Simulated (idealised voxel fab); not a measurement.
Process module heading - voxel self aligned contacts
Cross-section cut spans 220 nm and uses square cells 5 nm in size.
Bands, listed from the top down, are how a cross-section gets written in this document; the cross-section itself is a grid of square cells, and a band is one or more rows of them. Read a band's entry like this: the first values are the height of its top and the height of its bottom in nm, and what follows is the sequence of materials from left to right, each with its width in nm. Note that "blank" is empty space, and that a single material marked "throughout" reaches across the band from edge to edge. Heights are measured from 0, the level below which the as-received wafer is all one material; the lowest band has no bottom and continues downward, written as in "0 and below". Read "30->40" as a graded width: first number on top, second number at the bottom, same change between each pair of neighbouring rows. Where the words "remained unchanged" appear for a step, the cross-section shows no cell changed by that step; every cell remained as before. Each empty space that has no open way to the top and spans at least 8 cells appears under "Closed internal voids" as width x height at distance, the distance counted from the left edge, all in nm. Whatever follows a step's settings on its line is a remark the simulator itself makes about that step. overlay nm, on a step with a mask: how far to the right of its planned place the mask lay; to the left if negative.

Here's what the planned process steps look like:
1) RECEIVE [material Si]
2) CONFORMAL_DEP [material SiO2] [thk nm 5]
3) DIRECTIONAL_DEP [material polySi] [thk nm 25]
4) DIRECTIONAL_DEP [material SiN] [thk nm 15]
5) MASKED_ETCH [tone cover] [mask id GATE] [width nm 35] [pitch nm 70] [etch materials SiN] [depth nm 15] [overlay nm 0]
6) MASKED_ETCH [tone cover] [mask id GATE] [width nm 35] [pitch nm 70] [etch materials polySi] [depth nm 25] [overlay nm 0]
7) CONFORMAL_DEP [material SiN] [thk nm 5]
8) DIRECTIONAL_ETCH [etch materials SiN] [depth nm 5]
9) FILL_DEP [material SiO2] [thk nm 10]
10) CMP [height nm 50]
11) PATTERN [tone open] [mask id CONTACT] [material resist] [width nm 45] [thk nm 15] [overlay nm 0]
12) DIRECTIONAL_ETCH [etch materials SiO2] [depth nm 50]
13) STRIP [etch materials resist]
14) CONFORMAL_DEP [material TiN] [thk nm 5]
15) FILL_DEP [material Ru] [thk nm 10]
16) CMP [height nm 50]
17) CONFORMAL_DEP [material SiN] [thk nm 5]

Cross-section of the wafer upon arrival, representing the state reached after step 1:
0 and below  Si throughout
Closed internal voids: none

Look at the cross-section after the module: the wafer started out the way shown above and the plan was the one shown above, yet one mistake was made along the way:
55 down to 50  SiN throughout
50 down to 45  SiO2: 85 / TiN: 20 / Ru: 5 / TiN: 20 / SiO2: 90
45 down to 30  SiO2: 45 / SiN: 55 / TiN: 5 / Ru: 5 / TiN: 5 / SiN: 55 / SiO2: 50
30 down to 5  SiO2: 45 / SiN: 5 / polySi: 45 / SiN: 5 / TiN: 5 / Ru: 5 / TiN: 5 / SiN: 5 / polySi: 45 / SiN: 5 / SiO2: 50
5 down to 0  SiO2: 100 / TiN: 15 / SiO2: 105
0 and below  Si throughout
Closed internal voids: none
What broke from the plan during processing? contrary to plan, step 5 was performed as MASKED_ETCH [tone cover] [mask id GATE] [width nm 45] [pitch nm 70] [etch materials SiN] [depth nm 15] [overlay nm 0]
